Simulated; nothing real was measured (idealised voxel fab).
Process module in this document: voxel capacitor over wiring
Pictured: cross-section cut, 215 nm wide, on a grid of 5 nm square cells.
The cross-sections in this document take the form of a grid made of square cells. They are written out as bands, in order from top to bottom. Each band consists of one or more rows of cells. Look at the band entry: it leads with the top's height and the bottom's height in nm. Then it lists the materials left to right, with a width in nm for each. The word "all across" on a single material says that material fills the band edge to edge. The word "air" is empty space. Counting heights begins at 0, where everything beneath is, in the wafer as received, one material. The lowest band has no bottom; it goes on downwards, as "from 0 down" shows. Width "30->40": first value at the band's top row of cells, second value at its bottom row, equal change from row to row. For the purposes of this document, the phrase "remained unchanged" attached to a step denotes that no cell within the cross-section was modified by that step. Voids not open to the top, 8 cells minimum: see "Closed void catalog". Written width x height at distance; distance is from the left edge; nm. Text after the settings on a step's line: the simulator's own remark on that step. A step's line can hold "overlay nm"; with a mask on that step, the setting says how far right of the planned place the mask lay, while a negative setting says it lay to the left.

List of planned process steps:
- 1: RECEIVE: material Si
- 2: CONFORMAL_DEP: material SiO2, thk nm 10
- 3: DIRECTIONAL_DEP: material TiN, thk nm 5
- 4: DIRECTIONAL_DEP: material W, thk nm 15
- 5: PATTERN: tone cover, mask id METAL_1, material resist, width nm 25, pitch nm 95, thk nm 20, overlay nm 0
- 6: DIRECTIONAL_ETCH: etch materials W, depth nm 15
- 7: DIRECTIONAL_ETCH: etch materials TiN, depth nm 5
- 8: STRIP: etch materials resist
- 9: CONFORMAL_DEP: material SiN, thk nm 5
- 10: FILL_DEP: material lowk, thk nm 5
- 11: CMP: height nm 30
- 12: CONFORMAL_DEP: material SiCN, thk nm 5
- 13: DIRECTIONAL_DEP: material lowk, thk nm 10
- 14: PATTERN: tone open, mask id PLUG_1, material resist, width nm 15, thk nm 20, overlay nm 0
- 15: DIRECTIONAL_ETCH: etch materials lowk, depth nm 10
- 16: DIRECTIONAL_ETCH: etch materials SiCN, depth nm 5
- 17: STRIP: etch materials resist
- 18: CONFORMAL_DEP: material TiN, thk nm 5
- 19: FILL_DEP: material Ru, thk nm 10
- 20: CMP: height nm 45
- 21: DIRECTIONAL_DEP: material TiN, thk nm 10
- 22: DIRECTIONAL_DEP: material SiN, thk nm 5
- 23: DIRECTIONAL_DEP: material TiN, thk nm 5
- 24: MASKED_ETCH: tone cover, mask id UPPER_PLATE, width nm 75, etch materials TiN, depth nm 5, overlay nm 0
- 25: MASKED_ETCH: tone cover, mask id UPPER_PLATE, width nm 75, etch materials SiN, depth nm 5, overlay nm 0
- 26: DIRECTIONAL_DEP: material aC, thk nm 10
- 27: PATTERN: tone cover, mask id LOWER_PLATE, material resist, width nm 85, thk nm 30, overlay nm 0
- 28: DIRECTIONAL_ETCH: etch materials aC, depth nm 10
- 29: STRIP: etch materials resist
- 30: DIRECTIONAL_ETCH: etch materials TiN, depth nm 10
- 31: STRIP: etch materials aC
- 32: FILL_DEP: material SiO2, thk nm 15
- 33: CMP: height nm 75
- 34: PATTERN: tone open, mask id PLUG_2, material resist, width nm 15, thk nm 20, overlay nm 0
- 35: DIRECTIONAL_ETCH: etch materials SiO2, depth nm 10
- 36: STRIP: etch materials resist
- 37: CONFORMAL_DEP: material TiN, thk nm 5
- 38: FILL_DEP: material Ru, thk nm 5
- 39: CMP: height nm 75
- 40: CONFORMAL_DEP: material SiCN, thk nm 5

Cross-section of the wafer as it came to us, i.e., already through step 1:
> from 0 down = Si all across
> Closed void catalog: none

Wafer cross-section at end of module: start and plan as shown above, one execution error:
> from 80 to 75 = SiCN all across
> from 75 to 70 = 65 SiO2  5 TiN  5 Ru  5 TiN  135 SiO2
> from 70 to 60 = 65->55 SiO2  15->75 TiN  135->85 SiO2
> from 60 to 55 = 55 SiO2  75 SiN  85 SiO2
> from 55 to 45 = 50 SiO2  85 TiN  80 SiO2
> from 45 to 40 = 55 lowk  5 TiN  5 Ru  5 TiN  145 lowk
> from 40 to 35 = 55 SiCN  15 TiN  145 SiCN
> from 35 to 30 = 40 lowk  35 SiN  60 lowk  35 SiN  45 lowk
> from 30 to 15 = 40 lowk  5 SiN  25 W  5 SiN  60 lowk  5 SiN  25 W  5 SiN  45 lowk
> from 15 to 10 = 45 SiN  25 TiN  70 SiN  25 TiN  50 SiN
> from 10 to 0 = SiO2 all across
> from 0 down = Si all across
> Closed void catalog: none
Short version of what went wrong: in deviation from the planned setting, step 11 was conducted as CMP: height nm 35
